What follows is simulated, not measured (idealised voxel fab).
Process module heading - voxel self aligned vias
We display cut, a cross-section 205 nm in width whose square cells are each 5 nm.
In what follows, cross-sections appear as grids of square cells, described through bands that run from the top down, where every band is one or more rows of cells. The entry gives the band's vertical extent as a top height and a bottom height in nm, then its horizontal make-up as materials from left to right, each with a width in nm. "empty" stands for empty space; a single material marked "edge to edge" fills the band edge to edge. Below 0: as-received wafer, all one material; heights counted from there. Lowest band: no bottom, goes on down, written "0 down". The width entry "30->40" should be interpreted row by row: the top row of cells in the band takes the first number, the bottom row takes the second number, and the change between adjacent rows is uniform throughout. Any step labelled "nothing changed" changed none of the cells in the cross-section. Reported under the label "Closed internal voids" are the empty spaces having no open way to the top and comprising 8 cells or more; the notation for each is width x height at distance, in which the distance is measured from the left edge and all three values are in nm. after a step's settings: what the simulator itself notes on the step. Each step line may optionally specify "overlay nm", which for a step with a mask gives the rightward distance between the mask's planned place and where it lay, a negative value indicating the leftward direction.
LISTED BELOW ARE THE PROCESS STEPS AS PLANNED
| 1 | RECEIVE, material Si |
| 2 | CONFORMAL_DEP, material SiO2, thk nm 15 |
| 3 | CONFORMAL_DEP, material SiCN, thk nm 5 |
| 4 | DIRECTIONAL_DEP, material SiO2, thk nm 20 |
| 5 | PATTERN, tone open, mask id LINES, material resist, width nm 25, pitch nm 60, thk nm 20, overlay nm 0 |
| 6 | DIRECTIONAL_ETCH, etch materials SiO2, depth nm 20 |
| 7 | STRIP, etch materials resist |
| 8 | CONFORMAL_DEP, material TiN, thk nm 5 |
| 9 | FILL_DEP, material Ru, thk nm 5 |
| 10 | CMP, height nm 40 |
| 11 | SELECTIVE_ETCH, etch materials W Ru TiN, depth nm 5 |
| 12 | FILL_DEP, material SiN, thk nm 5 |
| 13 | CMP, height nm 40 |
| 14 | DIRECTIONAL_DEP, material SiO2, thk nm 15 |
| 15 | MASKED_ETCH, tone open, mask id VIAS, width nm 45, pitch nm 60, etch materials SiO2, depth nm 15, overlay nm 0 |
| 16 | MASKED_ETCH, tone open, mask id VIAS, width nm 45, pitch nm 60, etch materials SiN, depth nm 5, overlay nm 0 |
| 17 | CONFORMAL_DEP, material TiN, thk nm 5 |
| 18 | FILL_DEP, material W, thk nm 5 |
| 19 | CMP, height nm 55 |
| 20 | CONFORMAL_DEP, material SiN, thk nm 5 |
FIRST WAFER OF TWO (RUN AS PLANNED)
CROSS-SECTION OF THE WAFER AS IT CAME TO US, I.E., ALREADY THROUGH STEP 1
	0 down: Si edge to edge
	Closed internal voids: none
STATE OF THE WAFER AFTER STEP 2, SHOWN IN CROSS-SECTION
	15 to 0: SiO2 edge to edge
	Under the height 0 nothing was changed.
STATE OF THE WAFER AFTER STEP 3, SHOWN IN CROSS-SECTION
	20 to 15: SiCN edge to edge
	Under the height 15 nothing was changed.
STATE OF THE WAFER AFTER STEP 4, SHOWN IN CROSS-SECTION
	40 to 20: SiO2 edge to edge
	Under the height 20 nothing was changed.
STATE OF THE WAFER AFTER STEP 5, SHOWN IN CROSS-SECTION
	60 to 40: resist 30  empty 25  resist 35  empty 25  resist 35  empty 25  resist 30
	Under the height 40 nothing was changed.
STATE OF THE WAFER AFTER STEP 6, SHOWN IN CROSS-SECTION
	60 to 40: resist 30  empty 25  resist 35  empty 25  resist 35  empty 25  resist 30
	40 to 20: SiO2 30  empty 25  SiO2 35  empty 25  SiO2 35  empty 25  SiO2 30
	Under the height 20 nothing was changed.
STATE OF THE WAFER AFTER STEP 7, SHOWN IN CROSS-SECTION
	40 to 20: SiO2 30  empty 25  SiO2 35  empty 25  SiO2 35  empty 25  SiO2 30
	Under the height 20 nothing was changed.
STATE OF THE WAFER AFTER STEP 8, SHOWN IN CROSS-SECTION
	45 to 40: TiN 35  empty 15  TiN 45  empty 15  TiN 45  empty 15  TiN 35
	40 to 25: SiO2 30  TiN 5  empty 15  TiN 5  SiO2 35  TiN 5  empty 15  TiN 5  SiO2 35  TiN 5  empty 15  TiN 5  SiO2 30
	25 to 20: SiO2 30  TiN 25  SiO2 35  TiN 25  SiO2 35  TiN 25  SiO2 30
	Under the height 20 nothing was changed.
STATE OF THE WAFER AFTER STEP 9, SHOWN IN CROSS-SECTION
	50 to 45: Ru edge to edge
	45 to 40: TiN 35  Ru 15  TiN 45  Ru 15  TiN 45  Ru 15  TiN 35
	40 to 25: SiO2 30  TiN 5  Ru 15  TiN 5  SiO2 35  TiN 5  Ru 15  TiN 5  SiO2 35  TiN 5  Ru 15  TiN 5  SiO2 30
	Under the height 25 nothing was changed.
STATE OF THE WAFER AFTER STEP 10, SHOWN IN CROSS-SECTION
	40 to 25: SiO2 30  TiN 5  Ru 15  TiN 5  SiO2 35  TiN 5  Ru 15  TiN 5  SiO2 35  TiN 5  Ru 15  TiN 5  SiO2 30
	Under the height 25 nothing was changed.
STATE OF THE WAFER AFTER STEP 11, SHOWN IN CROSS-SECTION
	40 to 35: SiO2 30  empty 25  SiO2 35  empty 25  SiO2 35  empty 25  SiO2 30
	Under the height 35 nothing was changed.
STATE OF THE WAFER AFTER STEP 12, SHOWN IN CROSS-SECTION
	45 to 40: SiN edge to edge
	40 to 35: SiO2 30  SiN 25  SiO2 35  SiN 25  SiO2 35  SiN 25  SiO2 30
	Under the height 35 nothing was changed.
STATE OF THE WAFER AFTER STEP 13, SHOWN IN CROSS-SECTION
	40 to 35: SiO2 30  SiN 25  SiO2 35  SiN 25  SiO2 35  SiN 25  SiO2 30
	Under the height 35 nothing was changed.
STATE OF THE WAFER AFTER STEP 14, SHOWN IN CROSS-SECTION
	55 to 40: SiO2 edge to edge
	Under the height 40 nothing was changed.
STATE OF THE WAFER AFTER STEP 15, SHOWN IN CROSS-SECTION
	55 to 40: SiO2 20  empty 45  SiO2 15  empty 45  SiO2 15  empty 45  SiO2 20
	Under the height 40 nothing was changed.
STATE OF THE WAFER AFTER STEP 16, SHOWN IN CROSS-SECTION
	55 to 40: SiO2 20  empty 45  SiO2 15  empty 45  SiO2 15  empty 45  SiO2 20
	40 to 35: SiO2 30  empty 25  SiO2 35  empty 25  SiO2 35  empty 25  SiO2 30
	Under the height 35 nothing was changed.
STATE OF THE WAFER AFTER STEP 17, SHOWN IN CROSS-SECTION
	60 to 55: TiN 25  empty 35  TiN 25  empty 35  TiN 25  empty 35  TiN 25
	55 to 45: SiO2 20  TiN 5  empty 35  TiN 5  SiO2 15  TiN 5  empty 35  TiN 5  SiO2 15  TiN 5  empty 35  TiN 5  SiO2 20
	45 to 40: SiO2 20  TiN 15  empty 15  TiN 15  SiO2 15  TiN 15  empty 15  TiN 15  SiO2 15  TiN 15  empty 15  TiN 15  SiO2 20
	40 to 35: SiO2 30  TiN 25  SiO2 35  TiN 25  SiO2 35  TiN 25  SiO2 30
	Under the height 35 nothing was changed.
STATE OF THE WAFER AFTER STEP 18, SHOWN IN CROSS-SECTION
	65 to 60: W edge to edge
	60 to 55: TiN 25  W 35  TiN 25  W 35  TiN 25  W 35  TiN 25
	55 to 45: SiO2 20  TiN 5  W 35  TiN 5  SiO2 15  TiN 5  W 35  TiN 5  SiO2 15  TiN 5  W 35  TiN 5  SiO2 20
	45 to 40: SiO2 20  TiN 15  W 15  TiN 15  SiO2 15  TiN 15  W 15  TiN 15  SiO2 15  TiN 15  W 15  TiN 15  SiO2 20
	Under the height 40 nothing was changed.
STATE OF THE WAFER AFTER STEP 19, SHOWN IN CROSS-SECTION
	55 to 45: SiO2 20  TiN 5  W 35  TiN 5  SiO2 15  TiN 5  W 35  TiN 5  SiO2 15  TiN 5  W 35  TiN 5  SiO2 20
	Under the height 45 nothing was changed.
STATE OF THE WAFER AFTER STEP 20, SHOWN IN CROSS-SECTION
	60 to 55: SiN edge to edge
	Under the height 55 nothing was changed.
SECOND WAFER, SAME STARTING STATE AND PLAN AS THE FIRST, ONE MISTAKE IN THE RUN, IDENTICAL THROUGH STEP 14
PLANNED END OF STEP 15: SECOND WAFER, CROSS-SECTION
	55 to 40: SiO2 15  empty 45  SiO2 15  empty 45  SiO2 15  empty 45  SiO2 25
	Under the height 40 nothing was changed.
PLANNED END OF STEP 16: SECOND WAFER, CROSS-SECTION
	55 to 40: SiO2 15  empty 45  SiO2 15  empty 45  SiO2 15  empty 45  SiO2 25
	40 to 35: SiO2 30  empty 25  SiO2 35  empty 25  SiO2 35  empty 25  SiO2 30
	Under the height 35 nothing was changed.
PLANNED END OF STEP 17: SECOND WAFER, CROSS-SECTION
	60 to 55: TiN 20  empty 35  TiN 25  empty 35  TiN 25  empty 35  TiN 30
	55 to 45: SiO2 15  TiN 5  empty 35  TiN 5  SiO2 15  TiN 5  empty 35  TiN 5  SiO2 15  TiN 5  empty 35  TiN 5  SiO2 25
	45 to 40: SiO2 15  TiN 20  empty 15  TiN 10  SiO2 15  TiN 20  empty 15  TiN 10  SiO2 15  TiN 20  empty 15  TiN 10  SiO2 25
	40 to 35: SiO2 30  TiN 25  SiO2 35  TiN 25  SiO2 35  TiN 25  SiO2 30
	Under the height 35 nothing was changed.
PLANNED END OF STEP 18: SECOND WAFER, CROSS-SECTION
	65 to 60: W edge to edge
	60 to 55: TiN 20  W 35  TiN 25  W 35  TiN 25  W 35  TiN 30
	55 to 45: SiO2 15  TiN 5  W 35  TiN 5  SiO2 15  TiN 5  W 35  TiN 5  SiO2 15  TiN 5  W 35  TiN 5  SiO2 25
	45 to 40: SiO2 15  TiN 20  W 15  TiN 10  SiO2 15  TiN 20  W 15  TiN 10  SiO2 15  TiN 20  W 15  TiN 10  SiO2 25
	Under the height 40 nothing was changed.
PLANNED END OF STEP 19: SECOND WAFER, CROSS-SECTION
	55 to 45: SiO2 15  TiN 5  W 35  TiN 5  SiO2 15  TiN 5  W 35  TiN 5  SiO2 15  TiN 5  W 35  TiN 5  SiO2 25
	Under the height 45 nothing was changed.
PLANNED END OF STEP 20: SECOND WAFER, CROSS-SECTION
	60 to 55: SiN edge to edge
	Under the height 55 nothing was changed.
Run error: note that step 15 departed from the planned setting and was carried out as MASKED_ETCH, tone open, mask id VIAS, width nm 45, pitch nm 60, etch materials SiO2, depth nm 15, overlay nm -5
Final wafers compared: equal cell tally per material, rearranged layout.
